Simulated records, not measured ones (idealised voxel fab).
Process module in this document: voxel wiring stack
FYI the section here is cut, 165 nm wide, cells are 5 nm squares.
This document writes a cross-section as a grid whose cells are square, and gives it as bands, listed from the top down; one or more rows of cells form a band. It is stipulated that each band's entry specify, in nanometres, the height of the top of the band and then that of its bottom, followed by the materials of the band in left-to-right sequence, each together with its width in nanometres. A single material marked by the word "everywhere" is understood to fill the band from edge to edge; the word "blank" is understood to denote empty space. For the purposes of this specification, 0 denotes the height below which the wafer in its as-received condition is composed wholly of one material, and the lowermost band, lacking a lower limit, extends downward without end, as expressed in "top 0, no bottom". With a width like "30..40", each row of cells in the band differs from the next by the same amount, the top row carrying the first number and the bottom row the second. You'll sometimes find "stayed the same" written for a step, and that's the way of saying that nowhere in the cross-section did a cell change during that step. Entry "Closed cavity list" = empty spaces >= 8 cells with no open way to the top; each as width x height at distance, distance from left edge, all nm. Note: text after step settings on the step line = simulator remark on that step. The "overlay nm" setting may appear on a step's line; for a step that uses a mask, it gives how far to the right of its planned position the mask lay, and a negative value indicates the left.

## List of planned process steps
| 1 | RECEIVE (material Si) |
| 2 | CONFORMAL_DEP (material SiO2; thk nm 15) |
| 3 | DIRECTIONAL_DEP (material TiN; thk nm 5) |
| 4 | DIRECTIONAL_DEP (material W; thk nm 15) |
| 5 | PATTERN (tone cover; mask id METAL_1; material resist; width nm 30; pitch nm 50; thk nm 15; overlay nm 0) |
| 6 | DIRECTIONAL_ETCH (etch materials W; depth nm 15) |
| 7 | DIRECTIONAL_ETCH (etch materials TiN; depth nm 5) |
| 8 | STRIP (etch materials resist) |
| 9 | FILL_DEP (material lowk; thk nm 5) |
| 10 | CMP (height nm 35) |
| 11 | CONFORMAL_DEP (material SiCN; thk nm 5) |
| 12 | DIRECTIONAL_DEP (material SiO2; thk nm 25) |
| 13 | MASKED_ETCH (tone open; mask id METAL_2_HOLES; width nm 15; pitch nm 50; etch materials SiO2; depth nm 25; overlay nm 0) |
| 14 | PATTERN (tone open; mask id METAL_2; material resist; width nm 30; pitch nm 50; thk nm 15; overlay nm 0) |
| 15 | DIRECTIONAL_ETCH (etch materials SiO2; depth nm 15) |
| 16 | DIRECTIONAL_ETCH (etch materials SiCN; depth nm 5) |
| 17 | STRIP (etch materials resist) |
| 18 | CONFORMAL_DEP (material TiN; thk nm 5) |
| 19 | FILL_DEP (material Cu; thk nm 5) |
| 20 | CMP (height nm 65) |
| 21 | CONFORMAL_DEP (material SiCN; thk nm 5) |
| 22 | DIRECTIONAL_DEP (material lowk; thk nm 20) |
| 23 | PATTERN (tone open; mask id PLUG_2; material resist; width nm 15; pitch nm 50; thk nm 15; overlay nm 0) |
| 24 | DIRECTIONAL_ETCH (etch materials lowk; depth nm 20) |
| 25 | DIRECTIONAL_ETCH (etch materials SiCN; depth nm 5) |
| 26 | STRIP (etch materials resist) |
| 27 | EPI (material Ru; thk nm 10) |
| 28 | EPI (material Ru; thk nm 10) |
| 29 | EPI (material Ru; thk nm 5) |
| 30 | DIRECTIONAL_DEP (material TiN; thk nm 5) |
| 31 | DIRECTIONAL_DEP (material Ru; thk nm 20) |
| 32 | MASKED_ETCH (tone cover; mask id METAL_3; width nm 30; pitch nm 50; etch materials Ru; depth nm 20; overlay nm 0) |
| 33 | MASKED_ETCH (tone cover; mask id METAL_3; width nm 30; pitch nm 50; etch materials TiN; depth nm 5; overlay nm 0) |
| 34 | FILL_DEP (material SiO2; thk nm 5) |
| 35 | CMP (height nm 115) |
| 36 | CONFORMAL_DEP (material SiCN; thk nm 5) |

## Incoming wafer in cross-section (state: after step 1)
    top 0, no bottom  Si everywhere
    Closed cavity list: none

## Wafer cross-section at end of module: start and plan as shown above, one execution error
    top 120, bottom 115  SiCN everywhere
    top 115, bottom 105  40 SiO2  30 Ru  20 SiO2  30 Ru  45 SiO2
    top 105, bottom 100  40 SiO2  25 TiN  5 Ru  20 SiO2  25 TiN  5 Ru  45 SiO2
    top 100, bottom 95  30 SiO2  40 Ru  10 SiO2  40 Ru  45 SiO2
    top 95, bottom 90  30 SiO2  35 Ru  5 TiN  10 SiO2  35 Ru  5 TiN  45 SiO2
    top 90, bottom 70  40 lowk  15 Ru  35 lowk  15 Ru  60 lowk
    top 70, bottom 65  40 SiCN  15 Ru  35 SiCN  15 Ru  60 SiCN
    top 65, bottom 55  40 SiO2  5 TiN  20 Cu  5 TiN  20 SiO2  5 TiN  20 Cu  5 TiN  45 SiO2
    top 55, bottom 50  40 SiO2  5 TiN  5 Cu  20 TiN  20 SiO2  5 TiN  5 Cu  20 TiN  45 SiO2
    top 50, bottom 40  40 SiO2  5 TiN  5 Cu  5 TiN  35 SiO2  5 TiN  5 Cu  5 TiN  60 SiO2
    top 40, bottom 35  40 SiCN  15 TiN  35 SiCN  15 TiN  60 SiCN
    top 35, bottom 20  40 lowk  30 W  20 lowk  30 W  45 lowk
    top 20, bottom 15  40 lowk  30 TiN  20 lowk  30 TiN  45 lowk
    top 15, bottom 0  SiO2 everywhere
    top 0, no bottom  Si everywhere
    Closed cavity list: none
Heads up, the wafer didn't run the way we planned it: one of the identical steps 27 and 28 ran twice, and which one cannot be pinned down
